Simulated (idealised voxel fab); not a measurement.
The following process module bears the name voxel air gaps.
Pictured: cross-section cut, 290 nm wide, on a grid of 5 nm square cells.
Think of the cross-section as a grid of square cells. We describe it in bands, top to bottom, and each band covers one or more rows of those cells. Per band: top height and bottom height in nm, followed by the left-to-right materials and their widths in nm; "full width" marks a single material spanning edge to edge, "blank" marks empty space. Height datum 0, below which the as-received substrate wafer is one material. Lowest band open at the bottom, running downward: "z 0 and below". When a width is written as two numbers, as in "30->40", the first number is the width in the top row of cells of the band and the second is the width in its bottom row, and the width changes by the same amount from each row to the next. "no change occurred" for a step: no cell of the cross-section changed in that step. What "Sealed-off cavities" gives you is every empty space of 8 cells or more that is cut off from the top. Each appears as width x height at distance, with the distance taken from the left edge and width, height and distance all in nm. Past the settings on a step's line: simulator remark, on that step. overlay nm: on a step with a mask, how far right of its planned place the mask lay; negative means left.
These are the steps we planned for the process:
1) RECEIVE, material Si
2) CONFORMAL_DEP, material SiO2, thk nm 10
3) CONFORMAL_DEP, material SiCN, thk nm 5
4) DIRECTIONAL_DEP, material lowk, thk nm 40
5) PATTERN, tone open, mask id LINES, material resist, width nm 15, pitch nm 40, thk nm 15, overlay nm 0
6) DIRECTIONAL_ETCH, etch materials lowk, depth nm 40
7) STRIP, etch materials resist
8) CONFORMAL_DEP, material TiN, thk nm 5
9) FILL_DEP, material Ru, thk nm 10
10) CMP, height nm 55
11) EPI, material Ru, thk nm 10
12) SELECTIVE_ETCH, etch materials lowk, depth nm 50
13) CONFORMAL_DEP, material SiCN, thk nm 5
As received, after step 1:
  z 0 and below  Si full width
  Sealed-off cavities: none
Module complete - cross-section of the first of two wafers, run according to plan:
  z 70 to 65  blank=80, then SiCN=125, then blank=85
  z 65 to 55  blank=80, then SiCN=5, then Ru=35, then SiCN=5, then Ru=35, then SiCN=5, then Ru=35, then SiCN=5, then blank=85
  z 55 to 50  blank=80, then SiCN=15, then TiN=5, then Ru=5, then TiN=5, then SiCN=25, then TiN=5, then Ru=5, then TiN=5, then SiCN=25, then TiN=5, then Ru=5, then TiN=5, then SiCN=15, then blank=85
  z 50 to 20  blank=90, then SiCN=5, then TiN=5, then Ru=5, then TiN=5, then SiCN=5, then blank=15, then SiCN=5, then TiN=5, then Ru=5, then TiN=5, then SiCN=5, then blank=15, then SiCN=5, then TiN=5, then Ru=5, then TiN=5, then SiCN=5, then blank=95
  z 20 to 15  SiCN=95, then TiN=15, then SiCN=25, then TiN=15, then SiCN=25, then TiN=15, then SiCN=100
  z 15 to 10  SiCN full width
  z 10 to 0  SiO2 full width
  z 0 and below  Si full width
  Sealed-off cavities: 15 x 30 at 115; 15 x 30 at 155
Cross-section of the latter of the two wafers at module completion. It had an identical start and an identical plan to the former; in running it, one mistake was made:
  z 70 to 65  blank=75, then SiCN=125, then blank=90
  z 65 to 55  blank=75, then SiCN=5, then Ru=35, then SiCN=5, then Ru=35, then SiCN=5, then Ru=35, then SiCN=5, then blank=90
  z 55 to 50  blank=75, then SiCN=15, then TiN=5, then Ru=5, then TiN=5, then SiCN=25, then TiN=5, then Ru=5, then TiN=5, then SiCN=25, then TiN=5, then Ru=5, then TiN=5, then SiCN=15, then blank=90
  z 50 to 20  blank=85, then SiCN=5, then TiN=5, then Ru=5, then TiN=5, then SiCN=5, then blank=15, then SiCN=5, then TiN=5, then Ru=5, then TiN=5, then SiCN=5, then blank=15, then SiCN=5, then TiN=5, then Ru=5, then TiN=5, then SiCN=5, then blank=100
  z 20 to 15  SiCN=90, then TiN=15, then SiCN=25, then TiN=15, then SiCN=25, then TiN=15, then SiCN=105
  z 15 to 10  SiCN full width
  z 10 to 0  SiO2 full width
  z 0 and below  Si full width
  Sealed-off cavities: 15 x 30 at 110; 15 x 30 at 150
Which mistake was made when the wafer was run? step 5 was processed under conditions differing from the plan, specifically as PATTERN, tone open, mask id LINES, material resist, width nm 15, pitch nm 40, thk nm 15, overlay nm -5
Cell counts per material: same on both final wafers. Positions: different.
